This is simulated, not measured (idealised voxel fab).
Process module heading - voxel spacer lines
FYI the section here is cut, 220 nm wide, cells are 5 nm squares.
The cross-sections in this document take the form of a grid made of square cells. They are written out as bands, in order from top to bottom. Each band consists of one or more rows of cells.
Band entry format. Leading values: height of top, height of bottom, nm. Remainder: materials in left-to-right order, each with its width in nm. Special words: "everywhere" on a single material, which then fills the band edge to edge; "blank", empty space.
Heights are expressed relative to 0, this being the level below which the as-received wafer comprises one material exclusively. The lowest band is unbounded in the downward direction and is denoted as in "top 0, no bottom".
When a width is written as two numbers, as in "30->40", the first number is the width in the top row of cells of the band and the second is the width in its bottom row, and the width changes by the same amount from each row to the next.
"remained the same" means the step left every cell of the cross-section as it was.
Enclosed voids (no open way to top), threshold 8 cells or more, entry "Fully closed voids", notation width x height at distance, distance from left edge, nm.
Anything after a step's settings on that line? It's the simulator's own note about the step.
The setting "overlay nm" may be written on the line of a step. When the step uses a mask, the value reports how far to the right of the planned place the mask lay, and a negative value reports that it lay to the left.
[The following list gives the planned process steps]
1: RECEIVE, material Si
2: CONFORMAL_DEP, material Al2O3, thk nm 10
3: DIRECTIONAL_DEP, material SiN, thk nm 10
4: DIRECTIONAL_DEP, material aC, thk nm 25
5: PATTERN, tone cover, mask id MANDREL, material resist, width nm 15, pitch nm 60, thk nm 30, overlay nm 0
6: DIRECTIONAL_ETCH, etch materials aC, depth nm 25
7: STRIP, etch materials resist
8: CONFORMAL_DEP, material SiO2, thk nm 15
9: DIRECTIONAL_ETCH, etch materials SiO2, depth nm 15
10: STRIP, etch materials aC
11: DIRECTIONAL_ETCH, etch materials SiN, depth nm 10
12: STRIP, etch materials SiO2
13: FILL_DEP, material SiO2, thk nm 5
14: CMP, height nm 20
[Here's what the wafer looked like in cross-section when it arrived - that's after step 1]
top 0, no bottom  Si everywhere
Fully closed voids: none
[End-of-module cross-section of the first of two wafers, processed as planned]
top 20, bottom 10  25 nm SiO2, then 15 nm SiN, then 15 nm SiO2, then 15 nm SiN, then 15 nm SiO2, then 15 nm SiN, then 15 nm SiO2, then 15 nm SiN, then 15 nm SiO2, then 15 nm SiN, then 15 nm SiO2, then 15 nm SiN, then 30 nm SiO2
top 10, bottom 0  Al2O3 everywhere
top 0, no bottom  Si everywhere
Fully closed voids: none
[Wafer two, sectioned after the module: the first wafer's start, the first wafer's plan, and one mistake in how it was run]
top 20, bottom 10  25 nm SiO2, then 15 nm SiN, then 15 nm SiO2, then 15 nm SiN, then 15 nm SiO2, then 15 nm SiN, then 15 nm SiO2, then 15 nm SiN, then 15 nm SiO2, then 15 nm SiN, then 15 nm SiO2, then 15 nm SiN, then 30 nm SiO2
top 10, bottom 0  SiN everywhere
top 0, no bottom  Si everywhere
Fully closed voids: none
Which mistake was made when the wafer was run? so step 2 ended up running with a different setting than we planned, it ran as CONFORMAL_DEP, material SiN, thk nm 10
Wrapping up, a cell-based count of both wafers puts the second over or under the first for these materials: Al2O3: 88 fewer; SiN: 88 more
